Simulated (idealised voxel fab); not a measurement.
The name of this process module is voxel transistor to metal.
FYI the section here is cut, 150 nm wide, cells are 5 nm squares.
When this document writes out a cross-section, it uses a grid of square cells and lists it as bands, beginning at the top and moving down, with a band standing for one or more rows of cells.
What a band's entry tells you: where the top is and where the bottom is, as heights in nm, and after that what lies inside, material by material from left to right, each with its width in nm. Empty space is written as the word "empty", and a single material marked with the word "throughout" occupies the band from edge to edge.
Height datum 0, below which the as-received substrate wafer is one material. Lowest band open at the bottom, running downward: "from 0 down".
Width "30..40": first value at the band's top row of cells, second value at its bottom row, equal change from row to row.
Reading "stayed the same" for a step: not a cell of the cross-section changed in it.
The entry titled "Encapsulated voids" provides the empty spaces that have no open way to the top, restricted to those of 8 cells or more. Each is presented as width x height at distance, the distance being measured from the left edge, with all three in nm.
The remark found on a step's line after its settings is issued by the simulator itself and pertains to that step.
The setting "overlay nm" may be written on the line of a step. When the step uses a mask, the value reports how far to the right of the planned place the mask lay, and a negative value reports that it lay to the left.
**These are the steps we planned for the process**
1) RECEIVE [material Si]
2) CONFORMAL_DEP [material SiO2] [thk nm 5]
3) CONFORMAL_DEP [material SiN] [thk nm 10]
4) DIRECTIONAL_DEP [material aC] [thk nm 15]
5) PATTERN [tone cover] [mask id ACTIVE] [material resist] [width nm 115] [thk nm 35] [overlay nm 0]
6) DIRECTIONAL_ETCH [etch materials aC] [depth nm 15]
7) STRIP [etch materials resist]
8) DIRECTIONAL_ETCH [etch materials SiN] [depth nm 10]
9) DIRECTIONAL_ETCH [etch materials SiO2] [depth nm 5]
10) DIRECTIONAL_ETCH [etch materials Si] [depth nm 35]
11) STRIP [etch materials aC]
12) FILL_DEP [material SiO2] [thk nm 10]
13) CMP [height nm 15]
14) SELECTIVE_ETCH [etch materials SiO2] [depth nm 5]
15) STRIP [etch materials SiN]
16) SELECTIVE_ETCH [etch materials SiO2] [depth nm 5]
17) OXIDIZE [depth nm 5]
18) DIRECTIONAL_DEP [material polySi] [thk nm 30]
19) DIRECTIONAL_DEP [material SiCN] [thk nm 15]
20) DIRECTIONAL_DEP [material aC] [thk nm 15]
21) PATTERN [tone cover] [mask id GATE] [material resist] [width nm 35] [thk nm 35] [overlay nm 0]
22) DIRECTIONAL_ETCH [etch materials aC] [depth nm 15]
23) STRIP [etch materials resist]
24) DIRECTIONAL_ETCH [etch materials SiCN] [depth nm 25]
25) DIRECTIONAL_ETCH [etch materials polySi] [depth nm 40]
26) STRIP [etch materials aC]
27) CONFORMAL_DEP [material SiN] [thk nm 10]
28) DIRECTIONAL_ETCH [etch materials SiN] [depth nm 10]
29) DIRECTIONAL_ETCH [etch materials SiO2] [depth nm 5]
30) DIRECTIONAL_ETCH [etch materials Si] [depth nm 15]
31) EPI [material pSi] [thk nm 15]
32) FILL_DEP [material SiO2] [thk nm 5]
33) CMP [height nm 30]
34) STRIP [etch materials polySi]
35) SELECTIVE_ETCH [etch materials SiO2] [depth nm 5]
36) CONFORMAL_DEP [material HfO2] [thk nm 5]
37) CONFORMAL_DEP [material TiN] [thk nm 5]
38) FILL_DEP [material W] [thk nm 5]
39) CMP [height nm 25]
40) DIRECTIONAL_DEP [material SiO2] [thk nm 10]
41) DIRECTIONAL_DEP [material aC] [thk nm 15]
42) PATTERN [tone open] [mask id CONTACT] [material resist] [width nm 15] [pitch nm 90] [thk nm 35] [overlay nm 0]
43) DIRECTIONAL_ETCH [etch materials aC] [depth nm 15]
44) STRIP [etch materials resist]
45) DIRECTIONAL_ETCH [etch materials SiO2] [depth nm 25]
46) STRIP [etch materials aC]
47) CONFORMAL_DEP [material TiN] [thk nm 5]
48) FILL_DEP [material Ru] [thk nm 10]
49) CMP [height nm 35]
50) DIRECTIONAL_DEP [material TiN] [thk nm 5]
51) DIRECTIONAL_DEP [material W] [thk nm 20]
52) PATTERN [tone cover] [mask id METAL_1] [material resist] [width nm 15] [pitch nm 90] [thk nm 20] [overlay nm 0]
53) DIRECTIONAL_ETCH [etch materials W] [depth nm 20]
54) DIRECTIONAL_ETCH [etch materials TiN] [depth nm 5]
55) STRIP [etch materials resist]
56) CONFORMAL_DEP [material SiN] [thk nm 5]
57) FILL_DEP [material lowk] [thk nm 10]
58) CMP [height nm 60]
59) CONFORMAL_DEP [material SiCN] [thk nm 5]
60) DIRECTIONAL_DEP [material lowk] [thk nm 25]
61) MASKED_ETCH [tone open] [mask id METAL_2] [width nm 15] [pitch nm 90] [etch materials lowk] [depth nm 15] [overlay nm 0]
62) MASKED_ETCH [tone open] [mask id METAL_2_HOLES] [width nm 15] [pitch nm 90] [etch materials lowk] [depth nm 10] [overlay nm 0]
63) MASKED_ETCH [tone open] [mask id METAL_2_HOLES] [width nm 15] [pitch nm 90] [etch materials SiCN] [depth nm 5] [overlay nm 0]
64) CONFORMAL_DEP [material TiN] [thk nm 5]
65) FILL_DEP [material Ru] [thk nm 5]
66) CMP [height nm 90]
67) CONFORMAL_DEP [material SiCN] [thk nm 5]
**As-received state of the wafer in cross-section, equivalent to post-step 1**
> from 0 down = Si throughout
> Encapsulated voids: none
**Module complete, cross-section. Starting point and plan per above. One mistake made in running the module**
> from 95 to 90 = SiCN throughout
> from 90 to 65 = 20 nm lowk / 5 nm TiN / 5 nm Ru / 5 nm TiN / 75 nm lowk / 5 nm TiN / 5 nm Ru / 5 nm TiN / 25 nm lowk
> from 65 to 60 = 20 nm SiCN / 15 nm TiN / 75 nm SiCN / 15 nm TiN / 25 nm SiCN
> from 60 to 40 = 15 nm lowk / 5 nm SiN / 15 nm W / 5 nm SiN / 65 nm lowk / 5 nm SiN / 15 nm W / 5 nm SiN / 20 nm lowk
> from 40 to 35 = 20 nm SiN / 15 nm TiN / 75 nm SiN / 15 nm TiN / 25 nm SiN
> from 35 to 25 = 15 nm SiO2 / 5 nm TiN / 15 nm Ru / 5 nm TiN / 65 nm SiO2 / 5 nm TiN / 15 nm Ru / 5 nm TiN / 20 nm SiO2
> from 25 to 15 = 15 nm SiO2 / 5 nm TiN / 15 nm Ru / 5 nm TiN / 5 nm SiO2 / 10 nm SiN / 5 nm HfO2 / 5 nm TiN / 15 nm W / 5 nm TiN / 5 nm HfO2 / 10 nm SiN / 5 nm SiO2 / 5 nm TiN / 15 nm Ru / 5 nm TiN / 20 nm SiO2
> from 15 to 10 = 15 nm SiO2 / 25 nm TiN / 5 nm SiO2 / 10 nm SiN / 5 nm HfO2 / 5 nm TiN / 15 nm W / 5 nm TiN / 5 nm HfO2 / 10 nm SiN / 5 nm SiO2 / 25 nm TiN / 20 nm SiO2
> from 10 to 5 = 15 nm SiO2 / 30 nm pSi / 10 nm SiN / 5 nm HfO2 / 5 nm TiN / 15 nm W / 5 nm TiN / 5 nm HfO2 / 10 nm SiN / 30 nm pSi / 20 nm SiO2
> from 5 to 0 = 10 nm SiO2 / 10 nm SiN / 25 nm pSi / 10 nm SiN / 5 nm HfO2 / 25 nm TiN / 5 nm HfO2 / 10 nm SiN / 25 nm pSi / 10 nm SiN / 15 nm SiO2
> from 0 to -5 = 20 nm SiO2 / 25 nm pSi / 5 nm SiO2 / 45 nm HfO2 / 5 nm SiO2 / 25 nm pSi / 25 nm SiO2
> from -5 to -20 = 15 nm SiO2 / 5 nm Si / 25 nm pSi / 55 nm Si / 25 nm pSi / 5 nm Si / 20 nm SiO2
> from -20 to -35 = 15 nm SiO2 / 115 nm Si / 20 nm SiO2
> from -35 down = Si throughout
> Encapsulated voids: none
Heads up, the wafer didn't run the way we planned it: step 42 ran differently from the plan; actual operation with settings: PATTERN [tone open] [mask id CONTACT] [material resist] [width nm 25] [pitch nm 90] [thk nm 35] [overlay nm 0]
